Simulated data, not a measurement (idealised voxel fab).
process module | voxel transistor to metal
cross-section cut | 150 nm wide | cells 5 nm
A cross-section is a grid of square cells, given in bands from the top down. A band is one or more rows of cells.
Each band's line starts with the height of the band's top and of its bottom, in nm. Then come its materials from left to right, each with its width in nm. One material with "throughout" fills the band from edge to edge. "air" is empty space.
Height 0 is the level under which the wafer as received is all one material. The lowest band goes on downwards, as in "0 down".
A width such as "30 to 40" changes by the same amount from each row of cells to the next, from the band's top row to its bottom row.
"no change" after a step means that no cell of the cross-section changed.
closed voids: empty space of 8 cells or more with no open way to the top, each as width x height at its distance from the left edge, in nm
after a step's settings: what the simulator itself notes on the step
overlay nm, on a step with a mask: how far to the right of its planned place the mask lay; to the left if negative
plan
1 op RECEIVE | material Si
2 op OXIDIZE | depth nm 5
3 op CONFORMAL_DEP | material SiN | thk nm 15
4 op DIRECTIONAL_DEP | material aC | thk nm 10
5 op PATTERN | tone cover | mask id ACTIVE | material resist | width nm 105 | thk nm 25 | overlay nm 0
6 op DIRECTIONAL_ETCH | etch materials aC | depth nm 10
7 op STRIP | etch materials resist
8 op DIRECTIONAL_ETCH | etch materials SiN | depth nm 15
9 op DIRECTIONAL_ETCH | etch materials SiO2 | depth nm 5
10 op DIRECTIONAL_ETCH | etch materials Si | depth nm 30
11 op STRIP | etch materials aC
12 op FILL_DEP | material SiO2 | thk nm 10
13 op CMP | height nm 15
14 op SELECTIVE_ETCH | etch materials SiO2 | depth nm 15
15 op STRIP | etch materials SiN
16 op SELECTIVE_ETCH | etch materials SiO2 | depth nm 5
17 op OXIDIZE | depth nm 5
18 op DIRECTIONAL_DEP | material polySi | thk nm 30
19 op DIRECTIONAL_DEP | material SiCN | thk nm 15
20 op DIRECTIONAL_DEP | material aC | thk nm 10
21 op PATTERN | tone cover | mask id GATE | material resist | width nm 25 | thk nm 25 | overlay nm 0
22 op DIRECTIONAL_ETCH | etch materials aC | depth nm 10
23 op STRIP | etch materials resist
24 op DIRECTIONAL_ETCH | etch materials SiCN | depth nm 25
25 op DIRECTIONAL_ETCH | etch materials polySi | depth nm 40
26 op STRIP | etch materials aC
27 op CONFORMAL_DEP | material SiN | thk nm 10
28 op DIRECTIONAL_ETCH | etch materials SiN | depth nm 10
29 op DIRECTIONAL_ETCH | etch materials SiO2 | depth nm 5
30 op DIRECTIONAL_ETCH | etch materials Si | depth nm 10
31 op EPI | material pSi | thk nm 10
32 op FILL_DEP | material SiO2 | thk nm 5
33 op CMP | height nm 25
34 op STRIP | etch materials polySi
35 op SELECTIVE_ETCH | etch materials SiO2 | depth nm 5
36 op CONFORMAL_DEP | material HfO2 | thk nm 5
37 op CONFORMAL_DEP | material TiN | thk nm 5
38 op FILL_DEP | material W | thk nm 5
39 op CMP | height nm 20
40 op DIRECTIONAL_DEP | material SiO2 | thk nm 15
41 op MASKED_ETCH | tone open | mask id CONTACT | width nm 20 | pitch nm 75 | etch materials SiO2 | depth nm 45 | overlay nm 0
42 op CONFORMAL_DEP | material TiN | thk nm 5
43 op FILL_DEP | material W | thk nm 5
44 op CMP | height nm 35
45 op DIRECTIONAL_DEP | material TiN | thk nm 5
46 op DIRECTIONAL_DEP | material W | thk nm 20
47 op MASKED_ETCH | tone cover | mask id METAL_1 | width nm 20 | pitch nm 75 | etch materials W | depth nm 20 | overlay nm 0
48 op MASKED_ETCH | tone cover | mask id METAL_1 | width nm 20 | pitch nm 75 | etch materials TiN | depth nm 5 | overlay nm 0
49 op CONFORMAL_DEP | material SiCN | thk nm 5
50 op FILL_DEP | material SiO2 | thk nm 5
51 op CMP | height nm 60
52 op CONFORMAL_DEP | material SiCN | thk nm 5
first wafer, as planned
as received, after step 1
  0 down: Si throughout
  closed voids: none
after step 2
  0 to -5: SiO2 throughout
  below -5: unchanged
after step 3
  15 to 0: SiN throughout
  below 0: unchanged
after step 4
  25 to 15: aC throughout
  below 15: unchanged
after step 5
  50 to 25: air 20 | resist 105 | air 25
  below 25: unchanged
after step 6
  40 to 25: air 20 | resist 105 | air 25
  25 to 15: air 20 | aC 105 | air 25
  below 15: unchanged
after step 7
  25 to 15: air 20 | aC 105 | air 25
  below 15: unchanged
after step 8
  25 to 15: air 20 | aC 105 | air 25
  15 to 0: air 20 | SiN 105 | air 25
  below 0: unchanged
after step 9
  25 to 15: air 20 | aC 105 | air 25
  15 to 0: air 20 | SiN 105 | air 25
  0 to -5: air 20 | SiO2 105 | air 25
  below -5: unchanged
after step 10
  25 to 15: air 20 | aC 105 | air 25
  15 to 0: air 20 | SiN 105 | air 25
  0 to -5: air 20 | SiO2 105 | air 25
  -5 to -35: air 20 | Si 105 | air 25
  below -35: unchanged
after step 11
  15 to 0: air 20 | SiN 105 | air 25
  below 0: unchanged
after step 12
  25 to 15: SiO2 throughout
  15 to 0: SiO2 20 | SiN 105 | SiO2 25
  0 to -5: SiO2 throughout
  -5 to -35: SiO2 20 | Si 105 | SiO2 25
  below -35: unchanged
after step 13
  15 to 0: SiO2 20 | SiN 105 | SiO2 25
  below 0: unchanged
after step 14
  15 to 0: air 20 | SiN 105 | air 25
  below 0: unchanged
after step 15
  0 to -5: SiO2 throughout
  below -5: unchanged
after step 16
  -5 to -35: SiO2 20 | Si 105 | SiO2 25
  below -35: unchanged
after step 17
  -5 to -10: SiO2 throughout
  below -10: unchanged
after step 18
  25 to -5: polySi throughout
  below -5: unchanged
after step 19
  40 to 25: SiCN throughout
  below 25: unchanged
after step 20
  50 to 40: aC throughout
  below 40: unchanged
after step 21
  75 to 50: air 60 | resist 25 | air 65
  below 50: unchanged
after step 22
  65 to 50: air 60 | resist 25 | air 65
  50 to 40: air 60 | aC 25 | air 65
  below 40: unchanged
after step 23
  50 to 40: air 60 | aC 25 | air 65
  below 40: unchanged
after step 24
  50 to 40: air 60 | aC 25 | air 65
  40 to 25: air 60 | SiCN 25 | air 65
  below 25: unchanged
after step 25
  50 to 40: air 60 | aC 25 | air 65
  40 to 25: air 60 | SiCN 25 | air 65
  25 to -5: air 60 | polySi 25 | air 65
  below -5: unchanged
after step 26
  40 to 25: air 60 | SiCN 25 | air 65
  below 25: unchanged
after step 27
  50 to 40: air 50 | SiN 45 | air 55
  40 to 25: air 50 | SiN 10 | SiCN 25 | SiN 10 | air 55
  25 to 5: air 50 | SiN 10 | polySi 25 | SiN 10 | air 55
  5 to -5: SiN 60 | polySi 25 | SiN 65
  below -5: unchanged
after step 28
  40 to 25: air 50 | SiN 10 | SiCN 25 | SiN 10 | air 55
  25 to -5: air 50 | SiN 10 | polySi 25 | SiN 10 | air 55
  below -5: unchanged
after step 29
  40 to 25: air 50 | SiN 10 | SiCN 25 | SiN 10 | air 55
  25 to -5: air 50 | SiN 10 | polySi 25 | SiN 10 | air 55
  -5 to -10: air 50 | SiO2 45 | air 55
  below -10: unchanged
after step 30
  40 to 25: air 50 | SiN 10 | SiCN 25 | SiN 10 | air 55
  25 to -5: air 50 | SiN 10 | polySi 25 | SiN 10 | air 55
  -5 to -10: air 50 | SiO2 45 | air 55
  -10 to -20: SiO2 20 | air 30 | Si 45 | air 30 | SiO2 25
  below -20: unchanged
after step 31
  40 to 25: air 50 | SiN 10 | SiCN 25 | SiN 10 | air 55
  25 to 0: air 50 | SiN 10 | polySi 25 | SiN 10 | air 55
  0 to -5: air 40 | pSi 10 | SiN 10 | polySi 25 | SiN 10 | pSi 10 | air 45
  -5 to -10: air 40 | pSi 10 | SiO2 45 | pSi 10 | air 45
  -10 to -20: SiO2 20 | pSi 30 | Si 45 | pSi 30 | SiO2 25
  below -20: unchanged
after step 32
  45 to 40: SiO2 throughout
  40 to 25: SiO2 50 | SiN 10 | SiCN 25 | SiN 10 | SiO2 55
  25 to 0: SiO2 50 | SiN 10 | polySi 25 | SiN 10 | SiO2 55
  0 to -5: SiO2 40 | pSi 10 | SiN 10 | polySi 25 | SiN 10 | pSi 10 | SiO2 45
  -5 to -10: SiO2 40 | pSi 10 | SiO2 45 | pSi 10 | SiO2 45
  below -10: unchanged
after step 33
  25 to 0: SiO2 50 | SiN 10 | polySi 25 | SiN 10 | SiO2 55
  below 0: unchanged
after step 34
  25 to 0: SiO2 50 | SiN 10 | air 25 | SiN 10 | SiO2 55
  0 to -5: SiO2 40 | pSi 10 | SiN 10 | air 25 | SiN 10 | pSi 10 | SiO2 45
  below -5: unchanged
after step 35
  25 to 20: air 50 | SiN 10 | air 25 | SiN 10 | air 55
  20 to 0: SiO2 50 | SiN 10 | air 25 | SiN 10 | SiO2 55
  0 to -5: SiO2 40 | pSi 10 | SiN 10 | air 25 | SiN 10 | pSi 10 | SiO2 45
  -5 to -10: SiO2 40 | pSi 10 | SiO2 5 | air 35 | SiO2 5 | pSi 10 | SiO2 45
  below -10: unchanged
after step 36
  30 to 25: air 45 | HfO2 20 | air 15 | HfO2 20 | air 50
  25 to 20: HfO2 50 | SiN 10 | HfO2 5 | air 15 | HfO2 5 | SiN 10 | HfO2 55
  20 to 0: SiO2 50 | SiN 10 | HfO2 5 | air 15 | HfO2 5 | SiN 10 | SiO2 55
  0 to -5: SiO2 40 | pSi 10 | SiN 10 | HfO2 5 | air 15 | HfO2 5 | SiN 10 | pSi 10 | SiO2 45
  -5 to -10: SiO2 40 | pSi 10 | SiO2 5 | HfO2 35 | SiO2 5 | pSi 10 | SiO2 45
  below -10: unchanged
after step 37
  35 to 30: air 40 | TiN 30 | air 5 | TiN 30 | air 45
  30 to 25: TiN 45 | HfO2 20 | TiN 5 | air 5 | TiN 5 | HfO2 20 | TiN 50
  25 to 20: HfO2 50 | SiN 10 | HfO2 5 | TiN 5 | air 5 | TiN 5 | HfO2 5 | SiN 10 | HfO2 55
  20 to 0: SiO2 50 | SiN 10 | HfO2 5 | TiN 5 | air 5 | TiN 5 | HfO2 5 | SiN 10 | SiO2 55
  0 to -5: SiO2 40 | pSi 10 | SiN 10 | HfO2 5 | TiN 15 | HfO2 5 | SiN 10 | pSi 10 | SiO2 45
  below -5: unchanged
after step 38
  40 to 35: W throughout
  35 to 30: W 40 | TiN 30 | W 5 | TiN 30 | W 45
  30 to 25: TiN 45 | HfO2 20 | TiN 5 | W 5 | TiN 5 | HfO2 20 | TiN 50
  25 to 20: HfO2 50 | SiN 10 | HfO2 5 | TiN 5 | W 5 | TiN 5 | HfO2 5 | SiN 10 | HfO2 55
  20 to 0: SiO2 50 | SiN 10 | HfO2 5 | TiN 5 | W 5 | TiN 5 | HfO2 5 | SiN 10 | SiO2 55
  below 0: unchanged
after step 39
  20 to 0: SiO2 50 | SiN 10 | HfO2 5 | TiN 5 | W 5 | TiN 5 | HfO2 5 | SiN 10 | SiO2 55
  below 0: unchanged
after step 40
  35 to 20: SiO2 throughout
  below 20: unchanged
after step 41
  35 to 20: SiO2 25 | air 20 | SiO2 55 | air 20 | SiO2 30
  20 to 0: SiO2 25 | air 20 | SiO2 5 | SiN 10 | HfO2 5 | TiN 5 | W 5 | TiN 5 | HfO2 5 | SiN 10 | SiO2 5 | air 20 | SiO2 30
  0 to -5: SiO2 25 | air 15 | pSi 10 | SiN 10 | HfO2 5 | TiN 15 | HfO2 5 | SiN 10 | pSi 10 | air 15 | SiO2 30
  -5 to -10: SiO2 25 | air 15 | pSi 10 | SiO2 5 | HfO2 35 | SiO2 5 | pSi 10 | air 15 | SiO2 30
  below -10: unchanged
after step 42
  40 to 35: TiN 30 | air 10 | TiN 65 | air 10 | TiN 35
  35 to 20: SiO2 25 | TiN 5 | air 10 | TiN 5 | SiO2 55 | TiN 5 | air 10 | TiN 5 | SiO2 30
  20 to 5: SiO2 25 | TiN 5 | air 10 | TiN 5 | SiO2 5 | SiN 10 | HfO2 5 | TiN 5 | W 5 | TiN 5 | HfO2 5 | SiN 10 | SiO2 5 | TiN 5 | air 10 | TiN 5 | SiO2 30
  5 to 0: SiO2 25 | TiN 5 | air 5 | TiN 10 | SiO2 5 | SiN 10 | HfO2 5 | TiN 5 | W 5 | TiN 5 | HfO2 5 | SiN 10 | SiO2 5 | TiN 10 | air 5 | TiN 5 | SiO2 30
  0 to -5: SiO2 25 | TiN 5 | air 5 | TiN 5 | pSi 10 | SiN 10 | HfO2 5 | TiN 15 | HfO2 5 | SiN 10 | pSi 10 | TiN 5 | air 5 | TiN 5 | SiO2 30
  -5 to -10: SiO2 25 | TiN 15 | pSi 10 | SiO2 5 | HfO2 35 | SiO2 5 | pSi 10 | TiN 15 | SiO2 30
  below -10: unchanged
after step 43
  45 to 40: W throughout
  40 to 35: TiN 30 | W 10 | TiN 65 | W 10 | TiN 35
  35 to 20: SiO2 25 | TiN 5 | W 10 | TiN 5 | SiO2 55 | TiN 5 | W 10 | TiN 5 | SiO2 30
  20 to 5: SiO2 25 | TiN 5 | W 10 | TiN 5 | SiO2 5 | SiN 10 | HfO2 5 | TiN 5 | W 5 | TiN 5 | HfO2 5 | SiN 10 | SiO2 5 | TiN 5 | W 10 | TiN 5 | SiO2 30
  5 to 0: SiO2 25 | TiN 5 | W 5 | TiN 10 | SiO2 5 | SiN 10 | HfO2 5 | TiN 5 | W 5 | TiN 5 | HfO2 5 | SiN 10 | SiO2 5 | TiN 10 | W 5 | TiN 5 | SiO2 30
  0 to -5: SiO2 25 | TiN 5 | W 5 | TiN 5 | pSi 10 | SiN 10 | HfO2 5 | TiN 15 | HfO2 5 | SiN 10 | pSi 10 | TiN 5 | W 5 | TiN 5 | SiO2 30
  below -5: unchanged
after step 44
  35 to 20: SiO2 25 | TiN 5 | W 10 | TiN 5 | SiO2 55 | TiN 5 | W 10 | TiN 5 | SiO2 30
  below 20: unchanged
after step 45
  40 to 35: TiN throughout
  below 35: unchanged
after step 46
  60 to 40: W throughout
  below 40: unchanged
after step 47
  60 to 40: air 25 | W 20 | air 55 | W 20 | air 30
  below 40: unchanged
after step 48
  60 to 40: air 25 | W 20 | air 55 | W 20 | air 30
  40 to 35: air 25 | TiN 20 | air 55 | TiN 20 | air 30
  below 35: unchanged
after step 49
  65 to 60: air 20 | SiCN 30 | air 45 | SiCN 30 | air 25
  60 to 40: air 20 | SiCN 5 | W 20 | SiCN 5 | air 45 | SiCN 5 | W 20 | SiCN 5 | air 25
  40 to 35: SiCN 25 | TiN 20 | SiCN 55 | TiN 20 | SiCN 30
  below 35: unchanged
after step 50
  70 to 65: SiO2 throughout
  65 to 60: SiO2 20 | SiCN 30 | SiO2 45 | SiCN 30 | SiO2 25
  60 to 40: SiO2 20 | SiCN 5 | W 20 | SiCN 5 | SiO2 45 | SiCN 5 | W 20 | SiCN 5 | SiO2 25
  below 40: unchanged
after step 51
  60 to 40: SiO2 20 | SiCN 5 | W 20 | SiCN 5 | SiO2 45 | SiCN 5 | W 20 | SiCN 5 | SiO2 25
  below 40: unchanged
after step 52
  65 to 60: SiCN throughout
  below 60: unchanged
second wafer: like start, like plan, one mistake. Through step 13 it matches the first wafer
when step 14 should have ended
  15 to 0: air 20 | SiN 105 | air 25
  0 to -5: air 35 | SiO2 75 | air 40
  -5 to -15: air 20 | Si 105 | air 25
  below -15: unchanged
when step 15 should have ended
  0 to -5: air 35 | SiO2 75 | air 40
  below -5: unchanged
when step 16 should have ended
  -5 to -20: air 20 | Si 105 | air 25
  below -20: unchanged
when step 17 should have ended
  -5 to -10: air 20 | SiO2 105 | air 25
  -10 to -20: air 20 | SiO2 5 | Si 95 | SiO2 5 | air 25
  -20 to -25: SiO2 25 | Si 95 | SiO2 30
  below -25: unchanged
when step 18 should have ended
  25 to 10: air 20 | polySi 105 | air 25
  10 to -5: polySi throughout
  -5 to -10: polySi 20 | SiO2 105 | polySi 25
  -10 to -20: polySi 20 | SiO2 5 | Si 95 | SiO2 5 | polySi 25
  below -20: unchanged
when step 19 should have ended
  40 to 25: air 20 | SiCN 105 | air 25
  25 to 10: SiCN 20 | polySi 105 | SiCN 25
  below 10: unchanged
when step 20 should have ended
  50 to 40: air 20 | aC 105 | air 25
  40 to 35: air 20 | SiCN 105 | air 25
  35 to 25: aC 20 | SiCN 105 | aC 25
  below 25: unchanged
when step 21 should have ended
  75 to 50: air 60 | resist 25 | air 65
  below 50: unchanged
when step 22 should have ended
  65 to 50: air 60 | resist 25 | air 65
  50 to 40: air 60 | aC 25 | air 65
  40 to 25: air 20 | SiCN 105 | air 25
  below 25: unchanged
when step 23 should have ended
  50 to 40: air 60 | aC 25 | air 65
  below 40: unchanged
when step 24 should have ended
  50 to 40: air 60 | aC 25 | air 65
  40 to 25: air 60 | SiCN 25 | air 65
  25 to 10: air 20 | polySi 105 | air 25
  below 10: unchanged
when step 25 should have ended
  50 to 40: air 60 | aC 25 | air 65
  40 to 25: air 60 | SiCN 25 | air 65
  25 to -5: air 60 | polySi 25 | air 65
  -5 to -10: air 20 | SiO2 105 | air 25
  -10 to -20: air 20 | SiO2 5 | Si 95 | SiO2 5 | air 25
  below -20: unchanged
when step 26 should have ended
  40 to 25: air 60 | SiCN 25 | air 65
  below 25: unchanged
when step 27 should have ended
  50 to 40: air 50 | SiN 45 | air 55
  40 to 25: air 50 | SiN 10 | SiCN 25 | SiN 10 | air 55
  25 to 5: air 50 | SiN 10 | polySi 25 | SiN 10 | air 55
  5 to -5: air 10 | SiN 50 | polySi 25 | SiN 50 | air 15
  -5 to -10: air 10 | SiN 10 | SiO2 105 | SiN 10 | air 15
  -10 to -20: SiN 20 | SiO2 5 | Si 95 | SiO2 5 | SiN 25
  below -20: unchanged
when step 28 should have ended
  40 to 25: air 50 | SiN 10 | SiCN 25 | SiN 10 | air 55
  25 to -5: air 50 | SiN 10 | polySi 25 | SiN 10 | air 55
  -5 to -10: air 10 | SiN 10 | SiO2 105 | SiN 10 | air 15
  -10 to -20: air 10 | SiN 10 | SiO2 5 | Si 95 | SiO2 5 | SiN 10 | air 15
  below -20: unchanged
when step 29 should have ended
  40 to 25: air 50 | SiN 10 | SiCN 25 | SiN 10 | air 55
  25 to -5: air 50 | SiN 10 | polySi 25 | SiN 10 | air 55
  -5 to -10: air 10 | SiN 10 | air 30 | SiO2 45 | air 30 | SiN 10 | air 15
  -10 to -20: air 10 | SiN 10 | SiO2 5 | Si 95 | SiO2 5 | SiN 10 | air 15
  -20 to -25: air 10 | SiO2 15 | Si 95 | SiO2 15 | air 15
  below -25: unchanged
when step 30 should have ended
  40 to 25: air 50 | SiN 10 | SiCN 25 | SiN 10 | air 55
  25 to -5: air 50 | SiN 10 | polySi 25 | SiN 10 | air 55
  -5 to -10: air 10 | SiN 10 | air 30 | SiO2 45 | air 30 | SiN 10 | air 15
  -10 to -20: air 10 | SiN 10 | SiO2 5 | air 25 | Si 45 | air 25 | SiO2 5 | SiN 10 | air 15
  below -20: unchanged
when step 31 should have ended
  40 to 25: air 50 | SiN 10 | SiCN 25 | SiN 10 | air 55
  25 to 0: air 50 | SiN 10 | polySi 25 | SiN 10 | air 55
  0 to -5: air 40 | pSi 10 | SiN 10 | polySi 25 | SiN 10 | pSi 10 | air 45
  -5 to -10: air 10 | SiN 10 | air 20 | pSi 10 | SiO2 45 | pSi 10 | air 20 | SiN 10 | air 15
  -10 to -20: air 10 | SiN 10 | SiO2 5 | pSi 25 | Si 45 | pSi 25 | SiO2 5 | SiN 10 | air 15
  below -20: unchanged
when step 32 should have ended
  45 to 40: SiO2 throughout
  40 to 25: SiO2 50 | SiN 10 | SiCN 25 | SiN 10 | SiO2 55
  25 to 0: SiO2 50 | SiN 10 | polySi 25 | SiN 10 | SiO2 55
  0 to -5: SiO2 40 | pSi 10 | SiN 10 | polySi 25 | SiN 10 | pSi 10 | SiO2 45
  -5 to -10: SiO2 10 | SiN 10 | SiO2 20 | pSi 10 | SiO2 45 | pSi 10 | SiO2 20 | SiN 10 | SiO2 15
  -10 to -20: SiO2 10 | SiN 10 | SiO2 5 | pSi 25 | Si 45 | pSi 25 | SiO2 5 | SiN 10 | SiO2 15
  -20 to -25: SiO2 25 | Si 95 | SiO2 30
  below -25: unchanged
when step 33 should have ended
  25 to 0: SiO2 50 | SiN 10 | polySi 25 | SiN 10 | SiO2 55
  below 0: unchanged
when step 34 should have ended
  25 to 0: SiO2 50 | SiN 10 | air 25 | SiN 10 | SiO2 55
  0 to -5: SiO2 40 | pSi 10 | SiN 10 | air 25 | SiN 10 | pSi 10 | SiO2 45
  below -5: unchanged
when step 35 should have ended
  25 to 20: air 50 | SiN 10 | air 25 | SiN 10 | air 55
  20 to 0: SiO2 50 | SiN 10 | air 25 | SiN 10 | SiO2 55
  0 to -5: SiO2 40 | pSi 10 | SiN 10 | air 25 | SiN 10 | pSi 10 | SiO2 45
  -5 to -10: SiO2 10 | SiN 10 | SiO2 20 | pSi 10 | SiO2 5 | air 35 | SiO2 5 | pSi 10 | SiO2 20 | SiN 10 | SiO2 15
  below -10: unchanged
when step 36 should have ended
  30 to 25: air 45 | HfO2 20 | air 15 | HfO2 20 | air 50
  25 to 20: HfO2 50 | SiN 10 | HfO2 5 | air 15 | HfO2 5 | SiN 10 | HfO2 55
  20 to 0: SiO2 50 | SiN 10 | HfO2 5 | air 15 | HfO2 5 | SiN 10 | SiO2 55
  0 to -5: SiO2 40 | pSi 10 | SiN 10 | HfO2 5 | air 15 | HfO2 5 | SiN 10 | pSi 10 | SiO2 45
  -5 to -10: SiO2 10 | SiN 10 | SiO2 20 | pSi 10 | SiO2 5 | HfO2 35 | SiO2 5 | pSi 10 | SiO2 20 | SiN 10 | SiO2 15
  below -10: unchanged
when step 37 should have ended
  35 to 30: air 40 | TiN 30 | air 5 | TiN 30 | air 45
  30 to 25: TiN 45 | HfO2 20 | TiN 5 | air 5 | TiN 5 | HfO2 20 | TiN 50
  25 to 20: HfO2 50 | SiN 10 | HfO2 5 | TiN 5 | air 5 | TiN 5 | HfO2 5 | SiN 10 | HfO2 55
  20 to 0: SiO2 50 | SiN 10 | HfO2 5 | TiN 5 | air 5 | TiN 5 | HfO2 5 | SiN 10 | SiO2 55
  0 to -5: SiO2 40 | pSi 10 | SiN 10 | HfO2 5 | TiN 15 | HfO2 5 | SiN 10 | pSi 10 | SiO2 45
  below -5: unchanged
when step 38 should have ended
  40 to 35: W throughout
  35 to 30: W 40 | TiN 30 | W 5 | TiN 30 | W 45
  30 to 25: TiN 45 | HfO2 20 | TiN 5 | W 5 | TiN 5 | HfO2 20 | TiN 50
  25 to 20: HfO2 50 | SiN 10 | HfO2 5 | TiN 5 | W 5 | TiN 5 | HfO2 5 | SiN 10 | HfO2 55
  20 to 0: SiO2 50 | SiN 10 | HfO2 5 | TiN 5 | W 5 | TiN 5 | HfO2 5 | SiN 10 | SiO2 55
  below 0: unchanged
when step 39 should have ended
  20 to 0: SiO2 50 | SiN 10 | HfO2 5 | TiN 5 | W 5 | TiN 5 | HfO2 5 | SiN 10 | SiO2 55
  below 0: unchanged
when step 40 should have ended
  35 to 20: SiO2 throughout
  below 20: unchanged
when step 41 should have ended
  35 to 20: SiO2 25 | air 20 | SiO2 55 | air 20 | SiO2 30
  20 to 0: SiO2 25 | air 20 | SiO2 5 | SiN 10 | HfO2 5 | TiN 5 | W 5 | TiN 5 | HfO2 5 | SiN 10 | SiO2 5 | air 20 | SiO2 30
  0 to -5: SiO2 25 | air 15 | pSi 10 | SiN 10 | HfO2 5 | TiN 15 | HfO2 5 | SiN 10 | pSi 10 | air 15 | SiO2 30
  -5 to -10: SiO2 10 | SiN 10 | SiO2 5 | air 15 | pSi 10 | SiO2 5 | HfO2 35 | SiO2 5 | pSi 10 | air 15 | SiO2 5 | SiN 10 | SiO2 15
  below -10: unchanged
when step 42 should have ended
  40 to 35: TiN 30 | air 10 | TiN 65 | air 10 | TiN 35
  35 to 20: SiO2 25 | TiN 5 | air 10 | TiN 5 | SiO2 55 | TiN 5 | air 10 | TiN 5 | SiO2 30
  20 to 5: SiO2 25 | TiN 5 | air 10 | TiN 5 | SiO2 5 | SiN 10 | HfO2 5 | TiN 5 | W 5 | TiN 5 | HfO2 5 | SiN 10 | SiO2 5 | TiN 5 | air 10 | TiN 5 | SiO2 30
  5 to 0: SiO2 25 | TiN 5 | air 5 | TiN 10 | SiO2 5 | SiN 10 | HfO2 5 | TiN 5 | W 5 | TiN 5 | HfO2 5 | SiN 10 | SiO2 5 | TiN 10 | air 5 | TiN 5 | SiO2 30
  0 to -5: SiO2 25 | TiN 5 | air 5 | TiN 5 | pSi 10 | SiN 10 | HfO2 5 | TiN 15 | HfO2 5 | SiN 10 | pSi 10 | TiN 5 | air 5 | TiN 5 | SiO2 30
  -5 to -10: SiO2 10 | SiN 10 | SiO2 5 | TiN 15 | pSi 10 | SiO2 5 | HfO2 35 | SiO2 5 | pSi 10 | TiN 15 | SiO2 5 | SiN 10 | SiO2 15
  below -10: unchanged
when step 43 should have ended
  45 to 40: W throughout
  40 to 35: TiN 30 | W 10 | TiN 65 | W 10 | TiN 35
  35 to 20: SiO2 25 | TiN 5 | W 10 | TiN 5 | SiO2 55 | TiN 5 | W 10 | TiN 5 | SiO2 30
  20 to 5: SiO2 25 | TiN 5 | W 10 | TiN 5 | SiO2 5 | SiN 10 | HfO2 5 | TiN 5 | W 5 | TiN 5 | HfO2 5 | SiN 10 | SiO2 5 | TiN 5 | W 10 | TiN 5 | SiO2 30
  5 to 0: SiO2 25 | TiN 5 | W 5 | TiN 10 | SiO2 5 | SiN 10 | HfO2 5 | TiN 5 | W 5 | TiN 5 | HfO2 5 | SiN 10 | SiO2 5 | TiN 10 | W 5 | TiN 5 | SiO2 30
  0 to -5: SiO2 25 | TiN 5 | W 5 | TiN 5 | pSi 10 | SiN 10 | HfO2 5 | TiN 15 | HfO2 5 | SiN 10 | pSi 10 | TiN 5 | W 5 | TiN 5 | SiO2 30
  below -5: unchanged
when step 44 should have ended
  35 to 20: SiO2 25 | TiN 5 | W 10 | TiN 5 | SiO2 55 | TiN 5 | W 10 | TiN 5 | SiO2 30
  below 20: unchanged
when step 45 should have ended
  40 to 35: TiN throughout
  below 35: unchanged
when step 46 should have ended
  60 to 40: W throughout
  below 40: unchanged
when step 47 should have ended
  60 to 40: air 25 | W 20 | air 55 | W 20 | air 30
  below 40: unchanged
when step 48 should have ended
  60 to 40: air 25 | W 20 | air 55 | W 20 | air 30
  40 to 35: air 25 | TiN 20 | air 55 | TiN 20 | air 30
  below 35: unchanged
when step 49 should have ended
  65 to 60: air 20 | SiCN 30 | air 45 | SiCN 30 | air 25
  60 to 40: air 20 | SiCN 5 | W 20 | SiCN 5 | air 45 | SiCN 5 | W 20 | SiCN 5 | air 25
  40 to 35: SiCN 25 | TiN 20 | SiCN 55 | TiN 20 | SiCN 30
  below 35: unchanged
when step 50 should have ended
  70 to 65: SiO2 throughout
  65 to 60: SiO2 20 | SiCN 30 | SiO2 45 | SiCN 30 | SiO2 25
  60 to 40: SiO2 20 | SiCN 5 | W 20 | SiCN 5 | SiO2 45 | SiCN 5 | W 20 | SiCN 5 | SiO2 25
  below 40: unchanged
when step 51 should have ended
  60 to 40: SiO2 20 | SiCN 5 | W 20 | SiCN 5 | SiO2 45 | SiCN 5 | W 20 | SiCN 5 | SiO2 25
  below 40: unchanged
when step 52 should have ended
  65 to 60: SiCN throughout
  below 60: unchanged
what went wrong: step 14 was run twice
at the end the second wafer has, in cells: 2 fewer of Si | 12 more of SiN | 6 fewer of SiO2 | 4 fewer of pSi
